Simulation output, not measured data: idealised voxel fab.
Documented hereafter: the process module known as voxel transistor to metal.
The cross-section shown here is cut; it is 295 nm wide and divided into square cells measuring 5 nm on a side.
If you're reading a cross-section in this doc, picture square cells in a grid; it comes to you as bands, top ones listed first down to the bottom, and a band can be one or more rows of cells.
Each band's line starts with the height of the band's top and of its bottom, in nm. Then come its materials from left to right, each with its width in nm. One material with "edge to edge" fills the band from edge to edge. "empty" is empty space.
A quick word on heights: they are counted from 0, and under that level the wafer as it came to us is one material throughout. The lowest band is different from the rest in having no bottom; it simply continues downward, written as in "0 and below".
Think of "30 to 40" as a width that walks from the first number to the second as you go down the band, top row to bottom row, taking equal-sized steps from row to row.
Any step labelled "identical to before" changed none of the cells in the cross-section.
This entry, "Closed void entries", enumerates those empty regions of no fewer than 8 cells that possess no open connection to the top. Each region is reported in the form width x height at distance, the distance being taken from the left edge, with all three quantities expressed in nm.
Heads up: the bit after the settings on a step's line is the simulator's remark on that step.
overlay nm: for a step with a mask, the amount by which the mask lay right of where it was planned; a negative amount means left of it.
Note: before/after cross-section pairs follow, one process step per pair, after-side truncated at the lowest changed band, step and settings given beneath. Different runs of this module on the same starting wafer may supply the pairs; a pair continues the one above only where the "Cross-section, before" entry says so.

Cross-section, before:
    50 down to 35  25 resist | 15 empty | 70 resist | 15 empty | 40 resist | 15 empty | 70 resist | 15 empty | 30 resist
    35 down to 20  25 SiO2 | 15 empty | 70 SiO2 | 15 empty | 40 SiO2 | 15 empty | 70 SiO2 | 15 empty | 30 SiO2
    20 down to 5  25 SiO2 | 15 empty | 5 SiO2 | 10 SiN | 5 HfO2 | 5 TiN | 20 W | 5 TiN | 5 HfO2 | 10 SiN | 5 SiO2 | 15 empty | 40 SiO2 | 15 empty | 5 SiO2 | 10 SiN | 5 HfO2 | 5 TiN | 20 W | 5 TiN | 5 HfO2 | 10 SiN | 5 SiO2 | 15 empty | 30 SiO2
    5 down to 0  20 SiO2 | 10 SiN | 15 nSi | 10 SiN | 5 HfO2 | 30 TiN | 5 HfO2 | 10 SiN | 15 nSi | 10 SiN | 30 SiO2 | 10 SiN | 15 nSi | 10 SiN | 5 HfO2 | 30 TiN | 5 HfO2 | 10 SiN | 15 nSi | 10 SiN | 25 SiO2
    0 down to -5  30 SiO2 | 15 nSi | 10 SiO2 | 40 HfO2 | 10 SiO2 | 15 nSi | 50 SiO2 | 15 nSi | 10 SiO2 | 40 HfO2 | 10 SiO2 | 15 nSi | 35 SiO2
    -5 down to -15  20 SiO2 | 10 Si | 15 nSi | 60 Si | 15 nSi | 10 Si | 30 SiO2 | 10 Si | 15 nSi | 60 Si | 15 nSi | 10 Si | 25 SiO2
    -15 down to -70  20 SiO2 | 110 Si | 30 SiO2 | 110 Si | 25 SiO2
    -70 and below  Si edge to edge
    Closed void entries: none

Cross-Section After Step:
    35 down to 20  25 SiO2 | 15 empty | 70 SiO2 | 15 empty | 40 SiO2 | 15 empty | 70 SiO2 | 15 empty | 30 SiO2
    below 20: unchanged
    Closed void entries: none
What step was run between the cross-section before it and the cross-section after it, both above? op STRIP | etch materials resist

Cross-section, before: Please consult the pair immediately above; the cross-section it shows after its step is the state before this step.

Cross-Section After Step:
    40 down to 35  30 TiN | 5 empty | 80 TiN | 5 empty | 50 TiN | 5 empty | 80 TiN | 5 empty | 35 TiN
    35 down to 20  25 SiO2 | 5 TiN | 5 empty | 5 TiN | 70 SiO2 | 5 TiN | 5 empty | 5 TiN | 40 SiO2 | 5 TiN | 5 empty | 5 TiN | 70 SiO2 | 5 TiN | 5 empty | 5 TiN | 30 SiO2
    20 down to 10  25 SiO2 | 5 TiN | 5 empty | 5 TiN | 5 SiO2 | 10 SiN | 5 HfO2 | 5 TiN | 20 W | 5 TiN | 5 HfO2 | 10 SiN | 5 SiO2 | 5 TiN | 5 empty | 5 TiN | 40 SiO2 | 5 TiN | 5 empty | 5 TiN | 5 SiO2 | 10 SiN | 5 HfO2 | 5 TiN | 20 W | 5 TiN | 5 HfO2 | 10 SiN | 5 SiO2 | 5 TiN | 5 empty | 5 TiN | 30 SiO2
    10 down to 5  25 SiO2 | 15 TiN | 5 SiO2 | 10 SiN | 5 HfO2 | 5 TiN | 20 W | 5 TiN | 5 HfO2 | 10 SiN | 5 SiO2 | 15 TiN | 40 SiO2 | 15 TiN | 5 SiO2 | 10 SiN | 5 HfO2 | 5 TiN | 20 W | 5 TiN | 5 HfO2 | 10 SiN | 5 SiO2 | 15 TiN | 30 SiO2
    below 5: unchanged
    Closed void entries: none
What step was run between the cross-section before it and the cross-section after it, both above? op CONFORMAL_DEP | material TiN | thk nm 5

Cross-section, before: Please consult the pair immediately above; the cross-section it shows after its step is the state before this step.

Cross-Section After Step:
    45 down to 40  W edge to edge
    40 down to 35  30 TiN | 5 W | 80 TiN | 5 W | 50 TiN | 5 W | 80 TiN | 5 W | 35 TiN
    35 down to 20  25 SiO2 | 5 TiN | 5 W | 5 TiN | 70 SiO2 | 5 TiN | 5 W | 5 TiN | 40 SiO2 | 5 TiN | 5 W | 5 TiN | 70 SiO2 | 5 TiN | 5 W | 5 TiN | 30 SiO2
    20 down to 10  25 SiO2 | 5 TiN | 5 W | 5 TiN | 5 SiO2 | 10 SiN | 5 HfO2 | 5 TiN | 20 W | 5 TiN | 5 HfO2 | 10 SiN | 5 SiO2 | 5 TiN | 5 W | 5 TiN | 40 SiO2 | 5 TiN | 5 W | 5 TiN | 5 SiO2 | 10 SiN | 5 HfO2 | 5 TiN | 20 W | 5 TiN | 5 HfO2 | 10 SiN | 5 SiO2 | 5 TiN | 5 W | 5 TiN | 30 SiO2
    below 10: unchanged
    Closed void entries: none
What step was run between the cross-section before it and the cross-section after it, both above? op FILL_DEP | material W | thk nm 5

Cross-section, before: Please consult the pair immediately above; the cross-section it shows after its step is the state before this step.

Cross-Section After Step:
    35 down to 20  25 SiO2 | 5 TiN | 5 W | 5 TiN | 70 SiO2 | 5 TiN | 5 W | 5 TiN | 40 SiO2 | 5 TiN | 5 W | 5 TiN | 70 SiO2 | 5 TiN | 5 W | 5 TiN | 30 SiO2
    below 20: unchanged
    Closed void entries: none
What step was run between the cross-section before it and the cross-section after it, both above? op CMP | height nm 35

Cross-section, before: Please consult the pair immediately above; the cross-section it shows after its step is the state before this step.

Cross-Section After Step:
    40 down to 35  TiN edge to edge
    below 35: unchanged
    Closed void entries: none
What step was run between the cross-section before it and the cross-section after it, both above? op DIRECTIONAL_DEP | material TiN | thk nm 5

Cross-section, before: Please consult the pair immediately above; the cross-section it shows after its step is the state before this step.

Cross-Section After Step:
    60 down to 40  W edge to edge
    below 40: unchanged
    Closed void entries: none
What step was run between the cross-section before it and the cross-section after it, both above? op DIRECTIONAL_DEP | material W | thk nm 20

Cross-section, before: Please consult the pair immediately above; the cross-section it shows after its step is the state before this step.

Cross-Section After Step:
    70 down to 60  aC edge to edge
    below 60: unchanged
    Closed void entries: none
What step was run between the cross-section before it and the cross-section after it, both above? op DIRECTIONAL_DEP | material aC | thk nm 10

Cross-section, before: Please consult the pair immediately above; the cross-section it shows after its step is the state before this step.

Cross-Section After Step:
    95 down to 70  25 empty | 15 resist | 70 empty | 15 resist | 40 empty | 15 resist | 70 empty | 15 resist | 30 empty
    below 70: unchanged
    Closed void entries: none
What step was run between the cross-section before it and the cross-section after it, both above? op PATTERN | tone cover | mask id METAL_1 | material resist | width nm 15 | thk nm 25 | overlay nm 0

Cross-section, before: Please consult the pair immediately above; the cross-section it shows after its step is the state before this step.

Cross-Section After Step:
    85 down to 70  25 empty | 15 resist | 70 empty | 15 resist | 40 empty | 15 resist | 70 empty | 15 resist | 30 empty
    70 down to 60  25 empty | 15 aC | 70 empty | 15 aC | 40 empty | 15 aC | 70 empty | 15 aC | 30 empty
    below 60: unchanged
    Closed void entries: none
What step was run between the cross-section before it and the cross-section after it, both above? op DIRECTIONAL_ETCH | etch materials aC | depth nm 10

Cross-section, before: Please consult the pair immediately above; the cross-section it shows after its step is the state before this step.

Cross-Section After Step:
    70 down to 60  25 empty | 15 aC | 70 empty | 15 aC | 40 empty | 15 aC | 70 empty | 15 aC | 30 empty
    below 60: unchanged
    Closed void entries: none
What step was run between the cross-section before it and the cross-section after it, both above? op STRIP | etch materials resist

Cross-section, before: Please consult the pair immediately above; the cross-section it shows after its step is the state before this step.

Cross-Section After Step:
    70 down to 60  25 empty | 15 aC | 70 empty | 15 aC | 40 empty | 15 aC | 70 empty | 15 aC | 30 empty
    60 down to 40  25 empty | 15 W | 70 empty | 15 W | 40 empty | 15 W | 70 empty | 15 W | 30 empty
    below 40: unchanged
    Closed void entries: none
What step was run between the cross-section before it and the cross-section after it, both above? op DIRECTIONAL_ETCH | etch materials W | depth nm 20

Cross-section, before: Please consult the pair immediately above; the cross-section it shows after its step is the state before this step.

Cross-Section After Step:
    70 down to 60  25 empty | 15 aC | 70 empty | 15 aC | 40 empty | 15 aC | 70 empty | 15 aC | 30 empty
    60 down to 40  25 empty | 15 W | 70 empty | 15 W | 40 empty | 15 W | 70 empty | 15 W | 30 empty
    40 down to 35  25 empty | 15 TiN | 70 empty | 15 TiN | 40 empty | 15 TiN | 70 empty | 15 TiN | 30 empty
    below 35: unchanged
    Closed void entries: none
What step was run between the cross-section before it and the cross-section after it, both above? op DIRECTIONAL_ETCH | etch materials TiN | depth nm 5

Cross-section, before: Please consult the pair immediately above; the cross-section it shows after its step is the state before this step.

Cross-Section After Step:
    60 down to 40  25 empty | 15 W | 70 empty | 15 W | 40 empty | 15 W | 70 empty | 15 W | 30 empty
    below 40: unchanged
    Closed void entries: none
What step was run between the cross-section before it and the cross-section after it, both above? op STRIP | etch materials aC

Cross-section, before: Please consult the pair immediately above; the cross-section it shows after its step is the state before this step.

Cross-Section After Step:
    70 down to 60  lowk edge to edge
    60 down to 40  25 lowk | 15 W | 70 lowk | 15 W | 40 lowk | 15 W | 70 lowk | 15 W | 30 lowk
    40 down to 35  25 lowk | 15 TiN | 70 lowk | 15 TiN | 40 lowk | 15 TiN | 70 lowk | 15 TiN | 30 lowk
    below 35: unchanged
    Closed void entries: none
What step was run between the cross-section before it and the cross-section after it, both above? op FILL_DEP | material lowk | thk nm 10

Cross-section, before: Please consult the pair immediately above; the cross-section it shows after its step is the state before this step.

Cross-Section After Step:
    60 down to 40  25 lowk | 15 W | 70 lowk | 15 W | 40 lowk | 15 W | 70 lowk | 15 W | 30 lowk
    below 40: unchanged
    Closed void entries: none
What step was run between the cross-section before it and the cross-section after it, both above? op CMP | height nm 60

Cross-section, before: Please consult the pair immediately above; the cross-section it shows after its step is the state before this step.

Cross-Section After Step:
    65 down to 60  SiCN edge to edge
    below 60: unchanged
    Closed void entries: none
What step was run between the cross-section before it and the cross-section after it, both above? op CONFORMAL_DEP | material SiCN | thk nm 5

Cross-section, before: Please consult the pair immediately above; the cross-section it shows after its step is the state before this step.

Cross-Section After Step:
    100 down to 65  lowk edge to edge
    below 65: unchanged
    Closed void entries: none
What step was run between the cross-section before it and the cross-section after it, both above? op DIRECTIONAL_DEP | material lowk | thk nm 35

Cross-section, before: Please consult the pair immediately above; the cross-section it shows after its step is the state before this step.

Cross-Section After Step:
    100 down to 80  25 lowk | 15 empty | 125 lowk | 15 empty | 115 lowk
    below 80: unchanged
    Closed void entries: none
What step was run between the cross-section before it and the cross-section after it, both above? op MASKED_ETCH | tone open | mask id METAL_2 | width nm 15 | pitch nm 140 | etch materials lowk | depth nm 20 | overlay nm 0

Cross-section, before: Please consult the pair immediately above; the cross-section it shows after its step is the state before this step.

Cross-Section After Step:
    120 down to 100  25 resist | 15 empty | 125 resist | 15 empty | 115 resist
    below 100: unchanged
    Closed void entries: none
What step was run between the cross-section before it and the cross-section after it, both above? op PATTERN | tone open | mask id METAL_2_HOLES | material resist | width nm 15 | pitch nm 140 | thk nm 20 | overlay nm 0

Cross-section, before: Please consult the pair immediately above; the cross-section it shows after its step is the state before this step.

Cross-Section After Step:
    120 down to 100  25 resist | 15 empty | 125 resist | 15 empty | 115 resist
    100 down to 65  25 lowk | 15 empty | 125 lowk | 15 empty | 115 lowk
    below 65: unchanged
    Closed void entries: none
What step was run between the cross-section before it and the cross-section after it, both above? op DIRECTIONAL_ETCH | etch materials lowk | depth nm 15

Cross-section, before: Please consult the pair immediately above; the cross-section it shows after its step is the state before this step.

Cross-Section After Step:
    120 down to 100  25 resist | 15 empty | 125 resist | 15 empty | 115 resist
    100 down to 65  25 lowk | 15 empty | 125 lowk | 15 empty | 115 lowk
    65 down to 60  25 SiCN | 15 empty | 125 SiCN | 15 empty | 115 SiCN
    below 60: unchanged
    Closed void entries: none
What step was run between the cross-section before it and the cross-section after it, both above? op DIRECTIONAL_ETCH | etch materials SiCN | depth nm 5

Cross-section, before: Please consult the pair immediately above; the cross-section it shows after its step is the state before this step.

Cross-Section After Step:
    100 down to 65  25 lowk | 15 empty | 125 lowk | 15 empty | 115 lowk
    below 65: unchanged
    Closed void entries: none
What step was run between the cross-section before it and the cross-section after it, both above? op STRIP | etch materials resist

Cross-section, before: Please consult the pair immediately above; the cross-section it shows after its step is the state before this step.

Cross-Section After Step:
    105 down to 100  30 TiN | 5 empty | 135 TiN | 5 empty | 120 TiN
    100 down to 65  25 lowk | 5 TiN | 5 empty | 5 TiN | 125 lowk | 5 TiN | 5 empty | 5 TiN | 115 lowk
    65 down to 60  25 SiCN | 15 TiN | 125 SiCN | 15 TiN | 115 SiCN
    below 60: unchanged
    Closed void entries: none
What step was run between the cross-section before it and the cross-section after it, both above? op CONFORMAL_DEP | material TiN | thk nm 5

Cross-section, before: Please consult the pair immediately above; the cross-section it shows after its step is the state before this step.

Cross-Section After Step:
    110 down to 105  Ru edge to edge
    105 down to 100  30 TiN | 5 Ru | 135 TiN | 5 Ru | 120 TiN
    100 down to 65  25 lowk | 5 TiN | 5 Ru | 5 TiN | 125 lowk | 5 TiN | 5 Ru | 5 TiN | 115 lowk
    below 65: unchanged
    Closed void entries: none
What step was run between the cross-section before it and the cross-section after it, both above? op FILL_DEP | material Ru | thk nm 5

Cross-section, before: Please consult the pair immediately above; the cross-section it shows after its step is the state before this step.

Cross-Section After Step:
    100 down to 65  25 lowk | 5 TiN | 5 Ru | 5 TiN | 125 lowk | 5 TiN | 5 Ru | 5 TiN | 115 lowk
    below 65: unchanged
    Closed void entries: none
What step was run between the cross-section before it and the cross-section after it, both above? op CMP | height nm 100

Cross-section, before: Please consult the pair immediately above; the cross-section it shows after its step is the state before this step.

Cross-Section After Step:
    105 down to 100  SiCN edge to edge
    below 100: unchanged
    Closed void entries: none
What step was run between the cross-section before it and the cross-section after it, both above? op CONFORMAL_DEP | material SiCN | thk nm 5

Cross-section, before:
    15 down to 5  20 SiO2 | 110 SiN | 30 SiO2 | 110 SiN | 25 SiO2
    5 down to 0  SiO2 edge to edge
    0 down to -35  20 SiO2 | 110 Si | 30 SiO2 | 110 Si | 25 SiO2
    -35 and below  Si edge to edge
    Closed void entries: none

Cross-Section After Step:
    15 down to 5  20 SiO2 | 110 empty | 30 SiO2 | 110 empty | 25 SiO2
    below 5: unchanged
    Closed void entries: none
What step was run between the cross-section before it and the cross-section after it, both above? op STRIP | etch materials SiN

Cross-section, before: Please consult the pair immediately above; the cross-section it shows after its step is the state before this step.

Cross-Section After Step:
    10 down to 0  15 SiO2 | 120 empty | 20 SiO2 | 120 empty | 20 SiO2
    below 0: unchanged
    Closed void entries: none
What step was run between the cross-section before it and the cross-section after it, both above? op SELECTIVE_ETCH | etch materials SiO2 | depth nm 5

Cross-section, before: Please consult the pair immediately above; the cross-section it shows after its step is the state before this step.

Cross-Section After Step:
    5 down to 0  10 SiO2 | 130 empty | 10 SiO2 | 130 empty | 15 SiO2
    0 down to -5  10 SiO2 | 10 empty | 110 Si | 10 empty | 10 SiO2 | 10 empty | 110 Si | 10 empty | 15 SiO2
    below -5: unchanged
    Closed void entries: none
What step was run between the cross-section before it and the cross-section after it, both above? op SELECTIVE_ETCH | etch materials SiO2 | depth nm 5

Cross-section, before: Please consult the pair immediately above; the cross-section it shows after its step is the state before this step.

Cross-Section After Step:
    5 down to 0  10 SiO2 | 130 empty | 10 SiO2 | 130 empty | 15 SiO2
    0 down to -5  10 SiO2 | 10 empty | 110 SiO2 | 10 empty | 10 SiO2 | 10 empty | 110 SiO2 | 10 empty | 15 SiO2
    -5 down to -10  25 SiO2 | 100 Si | 40 SiO2 | 100 Si | 30 SiO2
    below -10: unchanged
    Closed void entries: none
What step was run between the cross-section before it and the cross-section after it, both above? op OXIDIZE | depth nm 5

Cross-section, before: Please consult the pair immediately above; the cross-section it shows after its step is the state before this step.

Cross-Section After Step:
    30 down to 25  10 polySi | 130 empty | 10 polySi | 130 empty | 15 polySi
    25 down to 20  10 polySi | 10 empty | 110 polySi | 10 empty | 10 polySi | 10 empty | 110 polySi | 10 empty | 15 polySi
    20 down to 5  polySi edge to edge
    5 down to 0  10 SiO2 | 130 polySi | 10 SiO2 | 130 polySi | 15 SiO2
    0 down to -5  10 SiO2 | 10 polySi | 110 SiO2 | 10 polySi | 10 SiO2 | 10 polySi | 110 SiO2 | 10 polySi | 15 SiO2
    below -5: unchanged
    Closed void entries: none
What step was run between the cross-section before it and the cross-section after it, both above? op DIRECTIONAL_DEP | material polySi | thk nm 25

Cross-section, before: Please consult the pair immediately above; the cross-section it shows after its step is the state before this step.

Cross-Section After Step:
    45 down to 40  10 SiCN | 130 empty | 10 SiCN | 130 empty | 15 SiCN
    40 down to 35  10 SiCN | 10 empty | 110 SiCN | 10 empty | 10 SiCN | 10 empty | 110 SiCN | 10 empty | 15 SiCN
    35 down to 30  SiCN edge to edge
    30 down to 25  10 polySi | 130 SiCN | 10 polySi | 130 SiCN | 15 polySi
    25 down to 20  10 polySi | 10 SiCN | 110 polySi | 10 SiCN | 10 polySi | 10 SiCN | 110 polySi | 10 SiCN | 15 polySi
    below 20: unchanged
    Closed void entries: none
What step was run between the cross-section before it and the cross-section after it, both above? op DIRECTIONAL_DEP | material SiCN | thk nm 15

Cross-section, before: Please consult the pair immediately above; the cross-section it shows after its step is the state before this step.

Cross-Section After Step:
    65 down to 45  60 empty | 30 resist | 110 empty | 30 resist | 65 empty
    45 down to 40  10 SiCN | 50 empty | 30 resist | 50 empty | 10 SiCN | 50 empty | 30 resist | 50 empty | 15 SiCN
    below 40: unchanged
    Closed void entries: none
What step was run between the cross-section before it and the cross-section after it, both above? op PATTERN | tone cover | mask id GATE | material resist | width nm 30 | pitch nm 140 | thk nm 20 | overlay nm 0

Cross-section, before: Please consult the pair immediately above; the cross-section it shows after its step is the state before this step.

Cross-Section After Step:
    65 down to 40  60 empty | 30 resist | 110 empty | 30 resist | 65 empty
    40 down to 30  60 empty | 30 SiCN | 110 empty | 30 SiCN | 65 empty
    30 down to 25  10 polySi | 50 empty | 30 SiCN | 50 empty | 10 polySi | 50 empty | 30 SiCN | 50 empty | 15 polySi
    25 down to 20  10 polySi | 10 empty | 110 polySi | 10 empty | 10 polySi | 10 empty | 110 polySi | 10 empty | 15 polySi
    below 20: unchanged
    Closed void entries: none
What step was run between the cross-section before it and the cross-section after it, both above? op DIRECTIONAL_ETCH | etch materials SiCN | depth nm 25

Cross-section, before: Please consult the pair immediately above; the cross-section it shows after its step is the state before this step.

Cross-Section After Step:
    65 down to 40  60 empty | 30 resist | 110 empty | 30 resist | 65 empty
    40 down to 25  60 empty | 30 SiCN | 110 empty | 30 SiCN | 65 empty
    25 down to 5  60 empty | 30 polySi | 110 empty | 30 polySi | 65 empty
    5 down to 0  10 SiO2 | 50 empty | 30 polySi | 50 empty | 10 SiO2 | 50 empty | 30 polySi | 50 empty | 15 SiO2
    0 down to -5  10 SiO2 | 10 empty | 110 SiO2 | 10 empty | 10 SiO2 | 10 empty | 110 SiO2 | 10 empty | 15 SiO2
    below -5: unchanged
    Closed void entries: none
What step was run between the cross-section before it and the cross-section after it, both above? op DIRECTIONAL_ETCH | etch materials polySi | depth nm 35

Cross-section, before: Please consult the pair immediately above; the cross-section it shows after its step is the state before this step.

Cross-Section After Step:
    40 down to 25  60 empty | 30 SiCN | 110 empty | 30 SiCN | 65 empty
    below 25: unchanged
    Closed void entries: none
What step was run between the cross-section before it and the cross-section after it, both above? op STRIP | etch materials resist

Cross-section, before: Please consult the pair immediately above; the cross-section it shows after its step is the state before this step.

Cross-Section After Step:
    45 down to 40  55 empty | 40 SiO2 | 100 empty | 40 SiO2 | 60 empty
    40 down to 25  55 empty | 5 SiO2 | 30 SiCN | 5 SiO2 | 100 empty | 5 SiO2 | 30 SiCN | 5 SiO2 | 60 empty
    25 down to 10  55 empty | 5 SiO2 | 30 polySi | 5 SiO2 | 100 empty | 5 SiO2 | 30 polySi | 5 SiO2 | 60 empty
    10 down to 5  15 SiO2 | 40 empty | 5 SiO2 | 30 polySi | 5 SiO2 | 40 empty | 20 SiO2 | 40 empty | 5 SiO2 | 30 polySi | 5 SiO2 | 40 empty | 20 SiO2
    5 down to 0  60 SiO2 | 30 polySi | 110 SiO2 | 30 polySi | 65 SiO2
    0 down to -5  SiO2 edge to edge
    below -5: unchanged
    Closed void entries: none
What step was run between the cross-section before it and the cross-section after it, both above? op CONFORMAL_DEP | material SiO2 | thk nm 5

Cross-section, before: Please consult the pair immediately above; the cross-section it shows after its step is the state before this step.

Cross-Section After Step:
    40 down to 25  55 empty | 5 SiO2 | 30 SiCN | 5 SiO2 | 100 empty | 5 SiO2 | 30 SiCN | 5 SiO2 | 60 empty
    25 down to 5  55 empty | 5 SiO2 | 30 polySi | 5 SiO2 | 100 empty | 5 SiO2 | 30 polySi | 5 SiO2 | 60 empty
    5 down to 0  15 SiO2 | 40 empty | 5 SiO2 | 30 polySi | 5 SiO2 | 40 empty | 20 SiO2 | 40 empty | 5 SiO2 | 30 polySi | 5 SiO2 | 40 empty | 20 SiO2
    below 0: unchanged
    Closed void entries: none
What step was run between the cross-section before it and the cross-section after it, both above? op DIRECTIONAL_ETCH | etch materials SiO2 | depth nm 5

Cross-section, before: Please consult the pair immediately above; the cross-section it shows after its step is the state before this step.

Cross-Section After Step:
    50 down to 40  45 empty | 60 SiN | 80 empty | 60 SiN | 50 empty
    40 down to 25  45 empty | 10 SiN | 5 SiO2 | 30 SiCN | 5 SiO2 | 10 SiN | 80 empty | 10 SiN | 5 SiO2 | 30 SiCN | 5 SiO2 | 10 SiN | 50 empty
    25 down to 15  45 empty | 10 SiN | 5 SiO2 | 30 polySi | 5 SiO2 | 10 SiN | 80 empty | 10 SiN | 5 SiO2 | 30 polySi | 5 SiO2 | 10 SiN | 50 empty
    15 down to 10  25 SiN | 20 empty | 10 SiN | 5 SiO2 | 30 polySi | 5 SiO2 | 10 SiN | 20 empty | 40 SiN | 20 empty | 10 SiN | 5 SiO2 | 30 polySi | 5 SiO2 | 10 SiN | 20 empty | 30 SiN
    10 down to 5  55 SiN | 5 SiO2 | 30 polySi | 5 SiO2 | 100 SiN | 5 SiO2 | 30 polySi | 5 SiO2 | 60 SiN
    5 down to 0  15 SiO2 | 40 SiN | 5 SiO2 | 30 polySi | 5 SiO2 | 40 SiN | 20 SiO2 | 40 SiN | 5 SiO2 | 30 polySi | 5 SiO2 | 40 SiN | 20 SiO2
    below 0: unchanged
    Closed void entries: none
What step was run between the cross-section before it and the cross-section after it, both above? op CONFORMAL_DEP | material SiN | thk nm 10

Cross-section, before: Please consult the pair immediately above; the cross-section it shows after its step is the state before this step.

Cross-Section After Step:
    40 down to 25  45 empty | 10 SiN | 5 SiO2 | 30 SiCN | 5 SiO2 | 10 SiN | 80 empty | 10 SiN | 5 SiO2 | 30 SiCN | 5 SiO2 | 10 SiN | 50 empty
    25 down to 5  45 empty | 10 SiN | 5 SiO2 | 30 polySi | 5 SiO2 | 10 SiN | 80 empty | 10 SiN | 5 SiO2 | 30 polySi | 5 SiO2 | 10 SiN | 50 empty
    5 down to 0  15 SiO2 | 10 SiN | 20 empty | 10 SiN | 5 SiO2 | 30 polySi | 5 SiO2 | 10 SiN | 20 empty | 10 SiN | 20 SiO2 | 10 SiN | 20 empty | 10 SiN | 5 SiO2 | 30 polySi | 5 SiO2 | 10 SiN | 20 empty | 10 SiN | 20 SiO2
    below 0: unchanged
    Closed void entries: none
What step was run between the cross-section before it and the cross-section after it, both above? op DIRECTIONAL_ETCH | etch materials SiN | depth nm 10

Cross-section, before: Please consult the pair immediately above; the cross-section it shows after its step is the state before this step.

Cross-Section After Step:
    40 down to 35  45 empty | 10 SiN | 5 empty | 30 SiCN | 5 empty | 10 SiN | 80 empty | 10 SiN | 5 empty | 30 SiCN | 5 empty | 10 SiN | 50 empty
    35 down to 25  45 empty | 10 SiN | 5 SiO2 | 30 SiCN | 5 SiO2 | 10 SiN | 80 empty | 10 SiN | 5 SiO2 | 30 SiCN | 5 SiO2 | 10 SiN | 50 empty
    25 down to 5  45 empty | 10 SiN | 5 SiO2 | 30 polySi | 5 SiO2 | 10 SiN | 80 empty | 10 SiN | 5 SiO2 | 30 polySi | 5 SiO2 | 10 SiN | 50 empty
    5 down to 0  15 empty | 10 SiN | 20 empty | 10 SiN | 5 SiO2 | 30 polySi | 5 SiO2 | 10 SiN | 20 empty | 10 SiN | 20 empty | 10 SiN | 20 empty | 10 SiN | 5 SiO2 | 30 polySi | 5 SiO2 | 10 SiN | 20 empty | 10 SiN | 20 empty
    0 down to -5  25 SiO2 | 20 empty | 60 SiO2 | 20 empty | 40 SiO2 | 20 empty | 60 SiO2 | 20 empty | 30 SiO2
    below -5: unchanged
    Closed void entries: none
What step was run between the cross-section before it and the cross-section after it, both above? op DIRECTIONAL_ETCH | etch materials SiO2 | depth nm 5

Cross-section, before: Please consult the pair immediately above; the cross-section it shows after its step is the state before this step.

Cross-Section After Step:
    40 down to 35  45 empty | 10 SiN | 5 empty | 30 SiCN | 5 empty | 10 SiN | 80 empty | 10 SiN | 5 empty | 30 SiCN | 5 empty | 10 SiN | 50 empty
    35 down to 25  45 empty | 10 SiN | 5 SiO2 | 30 SiCN | 5 SiO2 | 10 SiN | 80 empty | 10 SiN | 5 SiO2 | 30 SiCN | 5 SiO2 | 10 SiN | 50 empty
    25 down to 5  45 empty | 10 SiN | 5 SiO2 | 30 polySi | 5 SiO2 | 10 SiN | 80 empty | 10 SiN | 5 SiO2 | 30 polySi | 5 SiO2 | 10 SiN | 50 empty
    5 down to 0  15 empty | 10 SiN | 20 empty | 10 SiN | 5 SiO2 | 30 polySi | 5 SiO2 | 10 SiN | 20 empty | 10 SiN | 20 empty | 10 SiN | 20 empty | 10 SiN | 5 SiO2 | 30 polySi | 5 SiO2 | 10 SiN | 20 empty | 10 SiN | 20 empty
    0 down to -5  25 SiO2 | 20 empty | 60 SiO2 | 20 empty | 40 SiO2 | 20 empty | 60 SiO2 | 20 empty | 30 SiO2
    -5 down to -10  25 SiO2 | 20 empty | 60 Si | 20 empty | 40 SiO2 | 20 empty | 60 Si | 20 empty | 30 SiO2
    -10 down to -15  20 SiO2 | 5 Si | 20 empty | 60 Si | 20 empty | 5 Si | 30 SiO2 | 5 Si | 20 empty | 60 Si | 20 empty | 5 Si | 25 SiO2
    below -15: unchanged
    Closed void entries: none
What step was run between the cross-section before it and the cross-section after it, both above? op DIRECTIONAL_ETCH | etch materials Si | depth nm 10

Cross-section, before: Please consult the pair immediately above; the cross-section it shows after its step is the state before this step.

Cross-Section After Step:
    40 down to 35  45 empty | 10 SiN | 5 empty | 30 SiCN | 5 empty | 10 SiN | 80 empty | 10 SiN | 5 empty | 30 SiCN | 5 empty | 10 SiN | 50 empty
    35 down to 25  45 empty | 10 SiN | 5 SiO2 | 30 SiCN | 5 SiO2 | 10 SiN | 80 empty | 10 SiN | 5 SiO2 | 30 SiCN | 5 SiO2 | 10 SiN | 50 empty
    25 down to 5  45 empty | 10 SiN | 5 SiO2 | 30 polySi | 5 SiO2 | 10 SiN | 80 empty | 10 SiN | 5 SiO2 | 30 polySi | 5 SiO2 | 10 SiN | 50 empty
    5 down to 0  15 empty | 10 SiN | 10 empty | 10 nSi | 10 SiN | 5 SiO2 | 30 polySi | 5 SiO2 | 10 SiN | 10 nSi | 10 empty | 10 SiN | 20 empty | 10 SiN | 10 empty | 10 nSi | 10 SiN | 5 SiO2 | 30 polySi | 5 SiO2 | 10 SiN | 10 nSi | 10 empty | 10 SiN | 20 empty
    0 down to -5  25 SiO2 | 20 nSi | 60 SiO2 | 20 nSi | 40 SiO2 | 20 nSi | 60 SiO2 | 20 nSi | 30 SiO2
    -5 down to -10  25 SiO2 | 20 nSi | 60 Si | 20 nSi | 40 SiO2 | 20 nSi | 60 Si | 20 nSi | 30 SiO2
    -10 down to -15  20 SiO2 | 5 Si | 20 nSi | 60 Si | 20 nSi | 5 Si | 30 SiO2 | 5 Si | 20 nSi | 60 Si | 20 nSi | 5 Si | 25 SiO2
    below -15: unchanged
    Closed void entries: none
What step was run between the cross-section before it and the cross-section after it, both above? op EPI | material nSi | thk nm 10

Cross-section, before: Please consult the pair immediately above; the cross-section it shows after its step is the state before this step.

Cross-Section After Step:
    50 down to 40  SiO2 edge to edge
    40 down to 25  45 SiO2 | 10 SiN | 5 SiO2 | 30 SiCN | 5 SiO2 | 10 SiN | 80 SiO2 | 10 SiN | 5 SiO2 | 30 SiCN | 5 SiO2 | 10 SiN | 50 SiO2
    25 down to 5  45 SiO2 | 10 SiN | 5 SiO2 | 30 polySi | 5 SiO2 | 10 SiN | 80 SiO2 | 10 SiN | 5 SiO2 | 30 polySi | 5 SiO2 | 10 SiN | 50 SiO2
    5 down to 0  15 SiO2 | 10 SiN | 10 SiO2 | 10 nSi | 10 SiN | 5 SiO2 | 30 polySi | 5 SiO2 | 10 SiN | 10 nSi | 10 SiO2 | 10 SiN | 20 SiO2 | 10 SiN | 10 SiO2 | 10 nSi | 10 SiN | 5 SiO2 | 30 polySi | 5 SiO2 | 10 SiN | 10 nSi | 10 SiO2 | 10 SiN | 20 SiO2
    below 0: unchanged
    Closed void entries: none
What step was run between the cross-section before it and the cross-section after it, both above? op FILL_DEP | material SiO2 | thk nm 10
